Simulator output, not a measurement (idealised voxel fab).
voxel fin reveal: a process module
cross-section cut | 200 nm wide | cells 5 nm
Cross-section layout: square cells on a grid; listed as bands, top to bottom; a band spans one or more cell rows. Band: top height; bottom height; in nm. Then, left to right: material with width in nm, for each material. "all across": a single material spanning edge to edge. "blank": empty space. Heights are measured from 0, the level below which the as-received wafer is all one material; the lowest band has no bottom and continues downward, written as in "top 0, no bottom". A width such as "30->40" changes by the same amount from each row of cells to the next, from the band's top row to its bottom row. "everything unchanged" -> step changed no cross-section cell. "Fully sealed voids": sealed empty spaces, 8 cells or more, no open way to top, listed width x height at distance, with distance from the left edge and width, height and distance in nm. Step line, after settings: the simulator's comment on this step. overlay nm: for a step with a mask, the amount by which the mask lay right of where it was planned; a negative amount means left of it.

Intended process steps:
1) RECEIVE [material Si]
2) CONFORMAL_DEP [material SiN] [thk nm 10]
3) MASKED_ETCH [tone cover] [mask id FINS] [width nm 15] [pitch nm 45] [etch materials SiN] [depth nm 10] [overlay nm 0]
4) MASKED_ETCH [tone cover] [mask id FINS] [width nm 15] [pitch nm 45] [etch materials Si] [depth nm 40] [overlay nm 0]
5) OXIDIZE [depth nm 5]
6) FILL_DEP [material SiO2] [thk nm 10]
7) CMP [height nm 10]
8) SELECTIVE_ETCH [etch materials SiO2] [depth nm 40]
9) STRIP [etch materials SiN]

first wafer, as planned:

Delivered wafer in cross-section: state after step 1:
  top 0, no bottom  Si all across
  Fully sealed voids: none

State of the wafer after step 2, shown in cross-section:
  top 10, bottom 0  SiN all across
  Note: structure below 0 unchanged.

State of the wafer after step 3, shown in cross-section:
  top 10, bottom 0  blank (70) / SiN (15) / blank (30) / SiN (15) / blank (70)
  Note: structure below 0 unchanged.

State of the wafer after step 4, shown in cross-section:
  top 10, bottom 0  blank (70) / SiN (15) / blank (30) / SiN (15) / blank (70)
  top 0, bottom -40  blank (70) / Si (15) / blank (30) / Si (15) / blank (70)
  Note: structure below -40 unchanged.

State of the wafer after step 5, shown in cross-section:
  top 10, bottom 0  blank (70) / SiN (15) / blank (30) / SiN (15) / blank (70)
  top 0, bottom -40  blank (70) / SiO2 (5) / Si (5) / SiO2 (5) / blank (30) / SiO2 (5) / Si (5) / SiO2 (5) / blank (70)
  top -40, bottom -45  SiO2 (75) / Si (5) / SiO2 (40) / Si (5) / SiO2 (75)
  Note: structure below -45 unchanged.

State of the wafer after step 6, shown in cross-section:
  top 20, bottom 10  SiO2 all across
  top 10, bottom 0  SiO2 (70) / SiN (15) / SiO2 (30) / SiN (15) / SiO2 (70)
  top 0, bottom -45  SiO2 (75) / Si (5) / SiO2 (40) / Si (5) / SiO2 (75)
  Note: structure below -45 unchanged.

State of the wafer after step 7, shown in cross-section:
  top 10, bottom 0  SiO2 (70) / SiN (15) / SiO2 (30) / SiN (15) / SiO2 (70)
  Note: structure below 0 unchanged.

State of the wafer after step 8, shown in cross-section:
  top 10, bottom 0  blank (70) / SiN (15) / blank (30) / SiN (15) / blank (70)
  top 0, bottom -30  blank (75) / Si (5) / blank (40) / Si (5) / blank (75)
  Note: structure below -30 unchanged.

State of the wafer after step 9, shown in cross-section:
  top 0, bottom -30  blank (75) / Si (5) / blank (40) / Si (5) / blank (75)
  Note: structure below -30 unchanged.

Regarding the second of the two wafers: it shared the first wafer's starting condition and process plan, yet one error occurred during its execution. Its history coincides with that of the first wafer up to and including step 7:

Cross-section of the second wafer at the time by which step 8 should have been completed according to the plan:
  top 10, bottom 0  blank (70) / SiN (15) / blank (30) / SiN (15) / blank (70)
  top 0, bottom -45  blank (75) / Si (5) / blank (40) / Si (5) / blank (75)
  Note: structure below -45 unchanged.

Cross-section of the second wafer at the time by which step 9 should have been completed according to the plan:
  top 0, bottom -45  blank (75) / Si (5) / blank (40) / Si (5) / blank (75)
  Note: structure below -45 unchanged.
It is concluded that the wafer was processed incorrectly with respect to the plan, in that step 8, plan: ran twice
Wafer comparison, final, in cells, second relative to first, materials more or fewer: SiO2 -114
